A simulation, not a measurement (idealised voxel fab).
process module | voxel air gaps
cross-section cut | 190 nm wide | cells 5 nm
A cross-section is a grid of square cells, given in bands from the top down. A band is one or more rows of cells.
Each band's line starts with the height of the band's top and of its bottom, in nm. Then come its materials from left to right, each with its width in nm. One material with "throughout" fills the band from edge to edge. "air" is empty space.
Height 0 is the level under which the wafer as received is all one material. The lowest band goes on downwards, as in "0 down".
A width such as "30 to 40" changes by the same amount from each row of cells to the next, from the band's top row to its bottom row.
"no change" after a step means that no cell of the cross-section changed.
closed voids: empty space of 8 cells or more with no open way to the top, each as width x height at its distance from the left edge, in nm
after a step's settings: what the simulator itself notes on the step
overlay nm, on a step with a mask: how far to the right of its planned place the mask lay; to the left if negative
plan
1 op RECEIVE | material Si
2 op CONFORMAL_DEP | material SiO2 | thk nm 15
3 op CONFORMAL_DEP | material SiCN | thk nm 5
4 op DIRECTIONAL_DEP | material lowk | thk nm 35
5 op DIRECTIONAL_DEP | material aC | thk nm 15
6 op PATTERN | tone open | mask id LINES | material resist | width nm 15 | pitch nm 45 | thk nm 30 | overlay nm -15
7 op DIRECTIONAL_ETCH | etch materials aC | depth nm 15
8 op STRIP | etch materials resist
9 op DIRECTIONAL_ETCH | etch materials lowk | depth nm 35
10 op STRIP | etch materials aC
11 op CONFORMAL_DEP | material TiN | thk nm 5
12 op FILL_DEP | material Cu | thk nm 10
13 op CMP | height nm 55
14 op EPI | material Ru | thk nm 10
15 op SELECTIVE_ETCH | etch materials lowk | depth nm 45
16 op CONFORMAL_DEP | material SiCN | thk nm 5
varied across the wafers: overlay nm of step 6. The plan shows the first wafer's value. All wafers start alike
first wafer as received, after step 1
  0 down: Si throughout
  closed voids: none
each wafer at the end: cells of each material gained (+) or lost (-) since it was received, then its closed voids
overlay nm -15 | +18 Cu | +42 Ru | +154 SiCN | +114 SiO2 | +45 TiN | closed voids: 20 x 25 at 45; 20 x 25 at 90
overlay nm -10 | +18 Cu | +42 Ru | +154 SiCN | +114 SiO2 | +45 TiN | closed voids: 20 x 25 at 50; 20 x 25 at 95
overlay nm -5 | +18 Cu | +42 Ru | +154 SiCN | +114 SiO2 | +45 TiN | closed voids: 20 x 25 at 55; 20 x 25 at 100
overlay nm 0 | +18 Cu | +42 Ru | +154 SiCN | +114 SiO2 | +45 TiN | closed voids: 20 x 25 at 60; 20 x 25 at 105
overlay nm 5 | +18 Cu | +42 Ru | +154 SiCN | +114 SiO2 | +45 TiN | closed voids: 20 x 25 at 65; 20 x 25 at 110
overlay nm 10 | +18 Cu | +42 Ru | +154 SiCN | +114 SiO2 | +45 TiN | closed voids: 20 x 25 at 70; 20 x 25 at 115
overlay nm 15 | +18 Cu | +42 Ru | +154 SiCN | +114 SiO2 | +45 TiN | closed voids: 20 x 25 at 75; 20 x 25 at 120
